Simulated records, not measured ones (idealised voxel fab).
voxel released beams: a process module
The cross-section on display is named cut; it measures 175 nm wide, and its cells are 5 nm squares.
Heads up, the way a cross-section reads in here is a grid of square cells, handed over as bands from the top down, with every band being one or more rows of cells.
Basically the band line says how high the top is and how high the bottom is, in nm, and then what's in it from left to right, every material with its width in nm. Empty space shows up as "empty", and if a single material carries "all across" it runs the full band edge to edge.
Measure heights from 0. That's the level where, below it, the as-received wafer is all one material. The lowest band is bottomless and extends downward; write it as in "0..down".
Per-row width for "30->40": begins at first number (top row of band), ends at second number (bottom row), increment between rows held constant.
The cross-section has no changed cell in any step marked "left unchanged".
Empty spaces without an open route to the top, at least 8 cells in extent, make up the entry "Closed void table"; each is given as width x height at distance, where the distance is measured from the left edge, and all are in nm.
after a step's settings: what the simulator itself notes on the step
overlay nm: on a step with a mask, how far right of its planned place the mask lay; negative means left.

List of planned process steps:
1) RECEIVE with material Si
2) CONFORMAL_DEP with material SiN, thk nm 5
3) DIRECTIONAL_DEP with material SiO2, thk nm 15
4) PATTERN with tone open, mask id ANCHOR, material resist, width nm 45, thk nm 20, overlay nm 0
5) DIRECTIONAL_ETCH with etch materials SiO2, depth nm 15
6) STRIP with etch materials resist
7) CONFORMAL_DEP with material W, thk nm 15
8) MASKED_ETCH with tone cover, mask id BEAM, width nm 110, etch materials W, depth nm 15, overlay nm 0
9) STRIP with etch materials SiO2
Heads up: all these wafers start the same, and what changes between them is the thk nm in step 2. The value you see in the plan is just what the first wafer got.

Cross-section: the first of several wafers in its as-received state, i.e. following step 1:
* 0..down  Si all across
* Closed void table: none

Take a look at the first of several wafers in cross-section: the module is done, and step 9 was its last step:
* 35..20  30 of empty, then 20 of W, then 15 of empty, then 75 of W, then 35 of empty
* 20..5  35 of empty, then 45 of W, then 95 of empty
* 5..0  SiN all across
* 0..down  Si all across
* Closed void table: none

Cross-section of the final wafer among several, taken at the end of the module:
* 55..40  30 of empty, then 20 of W, then 15 of empty, then 75 of W, then 35 of empty
* 40..25  35 of empty, then 45 of W, then 95 of empty
* 25..0  SiN all across
* 0..down  Si all across
* Closed void table: none

Where each wafer stands at the end of the module, a row apiece: cells of each material gained (+) or lost (-) since it was received, then closed voids:
thk nm 5, +35 SiN, +84 W, Closed void table: none
thk nm 10, +70 SiN, +84 W, Closed void table: none
thk nm 15, +105 SiN, +84 W, Closed void table: none
thk nm 20, +140 SiN, +84 W, Closed void table: none
thk nm 25, +175 SiN, +84 W, Closed void table: none
